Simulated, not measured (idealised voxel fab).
The document below concerns the process module designated voxel capacitor over wiring.
Square cells of 5 nm make up the cross-section cut, whose width is 240 nm.
Cross-section, as written here: a square-cell grid given band by band from the top down, where a band holds one or more rows of cells.
Band: top and bottom heights (nm) first, top before bottom; then materials from left to right, widths in nm. "all across" marks a sole material filling the band edge to edge. "blank" denotes empty space.
Counting heights begins at 0, where everything beneath is, in the wafer as received, one material. The lowest band has no bottom; it goes on downwards, as "0..down" shows.
A width such as "30 to 40" changes by the same amount from each row of cells to the next, from the band's top row to its bottom row.
Given "changes: none" for a step, no cell of the cross-section differs between before and after that step.
Voids not open to the top, 8 cells minimum: see "Trapped voids". Written width x height at distance; distance is from the left edge; nm.
Note: text after step settings on the step line = simulator remark on that step.
"overlay nm" denotes, for a step that has a mask, the displacement of the mask to the right of its planned place, with negative values corresponding to the left.
PROCESS STEPS (PLANNED)
step 1: RECEIVE [material Si]
step 2: CONFORMAL_DEP [material SiO2] [thk nm 10]
step 3: DIRECTIONAL_DEP [material TiN] [thk nm 5]
step 4: DIRECTIONAL_DEP [material W] [thk nm 15]
step 5: DIRECTIONAL_DEP [material aC] [thk nm 10]
step 6: PATTERN [tone cover] [mask id METAL_1] [material resist] [width nm 30] [pitch nm 95] [thk nm 25] [overlay nm 0]
step 7: DIRECTIONAL_ETCH [etch materials aC] [depth nm 10]
step 8: STRIP [etch materials resist]
step 9: DIRECTIONAL_ETCH [etch materials W] [depth nm 15]
step 10: DIRECTIONAL_ETCH [etch materials TiN] [depth nm 5]
step 11: STRIP [etch materials aC]
step 12: CONFORMAL_DEP [material SiN] [thk nm 5]
step 13: FILL_DEP [material lowk] [thk nm 5]
step 14: CMP [height nm 30]
step 15: CONFORMAL_DEP [material SiCN] [thk nm 5]
step 16: DIRECTIONAL_DEP [material lowk] [thk nm 10]
step 17: PATTERN [tone open] [mask id PLUG_1] [material resist] [width nm 15] [thk nm 20] [overlay nm 0]
step 18: DIRECTIONAL_ETCH [etch materials lowk] [depth nm 10]
step 19: DIRECTIONAL_ETCH [etch materials SiCN] [depth nm 5]
step 20: STRIP [etch materials resist]
step 21: CONFORMAL_DEP [material TiN] [thk nm 5]
step 22: FILL_DEP [material Ru] [thk nm 5]
step 23: CMP [height nm 45]
step 24: DIRECTIONAL_DEP [material TiN] [thk nm 5]
step 25: DIRECTIONAL_DEP [material Al2O3] [thk nm 5]
step 26: DIRECTIONAL_DEP [material TiN] [thk nm 5]
step 27: DIRECTIONAL_DEP [material aC] [thk nm 15]
step 28: PATTERN [tone cover] [mask id UPPER_PLATE] [material resist] [width nm 70] [thk nm 35] [overlay nm 0]
step 29: DIRECTIONAL_ETCH [etch materials aC] [depth nm 15]
step 30: STRIP [etch materials resist]
step 31: DIRECTIONAL_ETCH [etch materials TiN] [depth nm 5]
step 32: DIRECTIONAL_ETCH [etch materials Al2O3] [depth nm 5]
step 33: STRIP [etch materials aC]
step 34: MASKED_ETCH [tone cover] [mask id LOWER_PLATE] [width nm 80] [etch materials TiN] [depth nm 5] [overlay nm 0]
step 35: FILL_DEP [material SiO2] [thk nm 20]
step 36: CMP [height nm 75]
step 37: MASKED_ETCH [tone open] [mask id PLUG_2] [width nm 15] [etch materials SiO2] [depth nm 15] [overlay nm 0]
step 38: CONFORMAL_DEP [material TiN] [thk nm 5]
step 39: FILL_DEP [material Ru] [thk nm 5]
step 40: CMP [height nm 75]
step 41: CONFORMAL_DEP [material SiN] [thk nm 5]
THE FOLLOWING PERTAINS TO THE FIRST OF TWO WAFERS, WHICH WAS PROCESSED AS PLANNED
AS-RECEIVED STATE OF THE WAFER IN CROSS-SECTION, EQUIVALENT TO POST-STEP 1
    0..down = Si all across
    Trapped voids: none
SO THIS IS THE WAFER CROSS-SECTION RIGHT AFTER STEP 2
    10..0 = SiO2 all across
    Under 0: no change, same as before.
SO THIS IS THE WAFER CROSS-SECTION RIGHT AFTER STEP 3
    15..10 = TiN all across
    Under 10: no change, same as before.
SO THIS IS THE WAFER CROSS-SECTION RIGHT AFTER STEP 4
    30..15 = W all across
    Under 15: no change, same as before.
SO THIS IS THE WAFER CROSS-SECTION RIGHT AFTER STEP 5
    40..30 = aC all across
    Under 30: no change, same as before.
SO THIS IS THE WAFER CROSS-SECTION RIGHT AFTER STEP 6
    65..40 = blank 55; resist 30; blank 65; resist 30; blank 60
    Under 40: no change, same as before.
SO THIS IS THE WAFER CROSS-SECTION RIGHT AFTER STEP 7
    55..40 = blank 55; resist 30; blank 65; resist 30; blank 60
    40..30 = blank 55; aC 30; blank 65; aC 30; blank 60
    Under 30: no change, same as before.
SO THIS IS THE WAFER CROSS-SECTION RIGHT AFTER STEP 8
    40..30 = blank 55; aC 30; blank 65; aC 30; blank 60
    Under 30: no change, same as before.
SO THIS IS THE WAFER CROSS-SECTION RIGHT AFTER STEP 9
    40..30 = blank 55; aC 30; blank 65; aC 30; blank 60
    30..15 = blank 55; W 30; blank 65; W 30; blank 60
    Under 15: no change, same as before.
SO THIS IS THE WAFER CROSS-SECTION RIGHT AFTER STEP 10
    40..30 = blank 55; aC 30; blank 65; aC 30; blank 60
    30..15 = blank 55; W 30; blank 65; W 30; blank 60
    15..10 = blank 55; TiN 30; blank 65; TiN 30; blank 60
    Under 10: no change, same as before.
SO THIS IS THE WAFER CROSS-SECTION RIGHT AFTER STEP 11
    30..15 = blank 55; W 30; blank 65; W 30; blank 60
    Under 15: no change, same as before.
SO THIS IS THE WAFER CROSS-SECTION RIGHT AFTER STEP 12
    35..30 = blank 50; SiN 40; blank 55; SiN 40; blank 55
    30..15 = blank 50; SiN 5; W 30; SiN 5; blank 55; SiN 5; W 30; SiN 5; blank 55
    15..10 = SiN 55; TiN 30; SiN 65; TiN 30; SiN 60
    Under 10: no change, same as before.
SO THIS IS THE WAFER CROSS-SECTION RIGHT AFTER STEP 13
    40..35 = lowk all across
    35..30 = lowk 50; SiN 40; lowk 55; SiN 40; lowk 55
    30..15 = lowk 50; SiN 5; W 30; SiN 5; lowk 55; SiN 5; W 30; SiN 5; lowk 55
    Under 15: no change, same as before.
SO THIS IS THE WAFER CROSS-SECTION RIGHT AFTER STEP 14
    30..15 = lowk 50; SiN 5; W 30; SiN 5; lowk 55; SiN 5; W 30; SiN 5; lowk 55
    Under 15: no change, same as before.
SO THIS IS THE WAFER CROSS-SECTION RIGHT AFTER STEP 15
    35..30 = SiCN all across
    Under 30: no change, same as before.
SO THIS IS THE WAFER CROSS-SECTION RIGHT AFTER STEP 16
    45..35 = lowk all across
    Under 35: no change, same as before.
SO THIS IS THE WAFER CROSS-SECTION RIGHT AFTER STEP 17
    65..45 = resist 70; blank 15; resist 155
    Under 45: no change, same as before.
SO THIS IS THE WAFER CROSS-SECTION RIGHT AFTER STEP 18
    65..45 = resist 70; blank 15; resist 155
    45..35 = lowk 70; blank 15; lowk 155
    Under 35: no change, same as before.
SO THIS IS THE WAFER CROSS-SECTION RIGHT AFTER STEP 19
    65..45 = resist 70; blank 15; resist 155
    45..35 = lowk 70; blank 15; lowk 155
    35..30 = SiCN 70; blank 15; SiCN 155
    Under 30: no change, same as before.
SO THIS IS THE WAFER CROSS-SECTION RIGHT AFTER STEP 20
    45..35 = lowk 70; blank 15; lowk 155
    Under 35: no change, same as before.
SO THIS IS THE WAFER CROSS-SECTION RIGHT AFTER STEP 21
    50..45 = TiN 75; blank 5; TiN 160
    45..35 = lowk 70; TiN 5; blank 5; TiN 5; lowk 155
    35..30 = SiCN 70; TiN 15; SiCN 155
    Under 30: no change, same as before.
SO THIS IS THE WAFER CROSS-SECTION RIGHT AFTER STEP 22
    55..50 = Ru all across
    50..45 = TiN 75; Ru 5; TiN 160
    45..35 = lowk 70; TiN 5; Ru 5; TiN 5; lowk 155
    Under 35: no change, same as before.
SO THIS IS THE WAFER CROSS-SECTION RIGHT AFTER STEP 23
    45..35 = lowk 70; TiN 5; Ru 5; TiN 5; lowk 155
    Under 35: no change, same as before.
SO THIS IS THE WAFER CROSS-SECTION RIGHT AFTER STEP 24
    50..45 = TiN all across
    Under 45: no change, same as before.
SO THIS IS THE WAFER CROSS-SECTION RIGHT AFTER STEP 25
    55..50 = Al2O3 all across
    Under 50: no change, same as before.
SO THIS IS THE WAFER CROSS-SECTION RIGHT AFTER STEP 26
    60..55 = TiN all across
    Under 55: no change, same as before.
SO THIS IS THE WAFER CROSS-SECTION RIGHT AFTER STEP 27
    75..60 = aC all across
    Under 60: no change, same as before.
SO THIS IS THE WAFER CROSS-SECTION RIGHT AFTER STEP 28
    110..75 = blank 70; resist 70; blank 100
    Under 75: no change, same as before.
SO THIS IS THE WAFER CROSS-SECTION RIGHT AFTER STEP 29
    95..75 = blank 70; resist 70; blank 100
    75..60 = blank 70; aC 70; blank 100
    Under 60: no change, same as before.
SO THIS IS THE WAFER CROSS-SECTION RIGHT AFTER STEP 30
    75..60 = blank 70; aC 70; blank 100
    Under 60: no change, same as before.
SO THIS IS THE WAFER CROSS-SECTION RIGHT AFTER STEP 31
    75..60 = blank 70; aC 70; blank 100
    60..55 = blank 70; TiN 70; blank 100
    Under 55: no change, same as before.
SO THIS IS THE WAFER CROSS-SECTION RIGHT AFTER STEP 32
    75..60 = blank 70; aC 70; blank 100
    60..55 = blank 70; TiN 70; blank 100
    55..50 = blank 70; Al2O3 70; blank 100
    Under 50: no change, same as before.
SO THIS IS THE WAFER CROSS-SECTION RIGHT AFTER STEP 33
    60..55 = blank 70; TiN 70; blank 100
    Under 55: no change, same as before.
SO THIS IS THE WAFER CROSS-SECTION RIGHT AFTER STEP 34
    60..55 = blank 70; TiN 70; blank 100
    55..50 = blank 70; Al2O3 70; blank 100
    50..45 = blank 65; TiN 80; blank 95
    Under 45: no change, same as before.
SO THIS IS THE WAFER CROSS-SECTION RIGHT AFTER STEP 35
    80..60 = SiO2 all across
    60..55 = SiO2 70; TiN 70; SiO2 100
    55..50 = SiO2 70; Al2O3 70; SiO2 100
    50..45 = SiO2 65; TiN 80; SiO2 95
    Under 45: no change, same as before.
SO THIS IS THE WAFER CROSS-SECTION RIGHT AFTER STEP 36
    75..60 = SiO2 all across
    Under 60: no change, same as before.
SO THIS IS THE WAFER CROSS-SECTION RIGHT AFTER STEP 37
    75..60 = SiO2 80; blank 15; SiO2 145
    Under 60: no change, same as before.
SO THIS IS THE WAFER CROSS-SECTION RIGHT AFTER STEP 38
    80..75 = TiN 85; blank 5; TiN 150
    75..65 = SiO2 80; TiN 5; blank 5; TiN 5; SiO2 145
    65..55 = SiO2 80 to 70; TiN 15 to 70; SiO2 145 to 100
    Under 55: no change, same as before.
SO THIS IS THE WAFER CROSS-SECTION RIGHT AFTER STEP 39
    85..80 = Ru all across
    80..75 = TiN 85; Ru 5; TiN 150
    75..65 = SiO2 80; TiN 5; Ru 5; TiN 5; SiO2 145
    Under 65: no change, same as before.
SO THIS IS THE WAFER CROSS-SECTION RIGHT AFTER STEP 40
    75..65 = SiO2 80; TiN 5; Ru 5; TiN 5; SiO2 145
    Under 65: no change, same as before.
SO THIS IS THE WAFER CROSS-SECTION RIGHT AFTER STEP 41
    80..75 = SiN all across
    Under 75: no change, same as before.
THE SECOND WAFER: COMMON ORIGIN AND PLAN, ONE MISTAKE IN EXECUTION, IDENTICAL TO THE FIRST THROUGH STEP 25
Second wafer, section view, time point: scheduled end of step 26: changes: none
SECOND WAFER, SECTION VIEW, TIME POINT: SCHEDULED END OF STEP 27
    70..55 = aC all across
    Under 55: no change, same as before.
SECOND WAFER, SECTION VIEW, TIME POINT: SCHEDULED END OF STEP 28
    105..70 = blank 70; resist 70; blank 100
    Under 70: no change, same as before.
SECOND WAFER, SECTION VIEW, TIME POINT: SCHEDULED END OF STEP 29
    90..70 = blank 70; resist 70; blank 100
    70..55 = blank 70; aC 70; blank 100
    Under 55: no change, same as before.
SECOND WAFER, SECTION VIEW, TIME POINT: SCHEDULED END OF STEP 30
    70..55 = blank 70; aC 70; blank 100
    Under 55: no change, same as before.
Second wafer, section view, time point: scheduled end of step 31: changes: none
SECOND WAFER, SECTION VIEW, TIME POINT: SCHEDULED END OF STEP 32
    70..55 = blank 70; aC 70; blank 100
    55..50 = blank 70; Al2O3 70; blank 100
    Under 50: no change, same as before.
SECOND WAFER, SECTION VIEW, TIME POINT: SCHEDULED END OF STEP 33
    55..50 = blank 70; Al2O3 70; blank 100
    Under 50: no change, same as before.
SECOND WAFER, SECTION VIEW, TIME POINT: SCHEDULED END OF STEP 34
    55..50 = blank 70; Al2O3 70; blank 100
    50..45 = blank 65; TiN 80; blank 95
    Under 45: no change, same as before.
SECOND WAFER, SECTION VIEW, TIME POINT: SCHEDULED END OF STEP 35
    75..55 = SiO2 all across
    55..50 = SiO2 70; Al2O3 70; SiO2 100
    50..45 = SiO2 65; TiN 80; SiO2 95
    Under 45: no change, same as before.
Second wafer, section view, time point: scheduled end of step 36: changes: none
SECOND WAFER, SECTION VIEW, TIME POINT: SCHEDULED END OF STEP 37
    75..60 = SiO2 80; blank 15; SiO2 145
    Under 60: no change, same as before.
SECOND WAFER, SECTION VIEW, TIME POINT: SCHEDULED END OF STEP 38
    80..75 = TiN 85; blank 5; TiN 150
    75..65 = SiO2 80; TiN 5; blank 5; TiN 5; SiO2 145
    65..60 = SiO2 80; TiN 15; SiO2 145
    Under 60: no change, same as before.
SECOND WAFER, SECTION VIEW, TIME POINT: SCHEDULED END OF STEP 39
    85..80 = Ru all across
    80..75 = TiN 85; Ru 5; TiN 150
    75..65 = SiO2 80; TiN 5; Ru 5; TiN 5; SiO2 145
    Under 65: no change, same as before.
SECOND WAFER, SECTION VIEW, TIME POINT: SCHEDULED END OF STEP 40
    75..65 = SiO2 80; TiN 5; Ru 5; TiN 5; SiO2 145
    Under 65: no change, same as before.
SECOND WAFER, SECTION VIEW, TIME POINT: SCHEDULED END OF STEP 41
    80..75 = SiN all across
    Under 75: no change, same as before.
what went wrong: with respect to the plan, step 26 was omitted and not executed
Bottom line after processing is that, in cells, the second wafer is up or down on some materials versus the first: +14 SiO2; -14 TiN
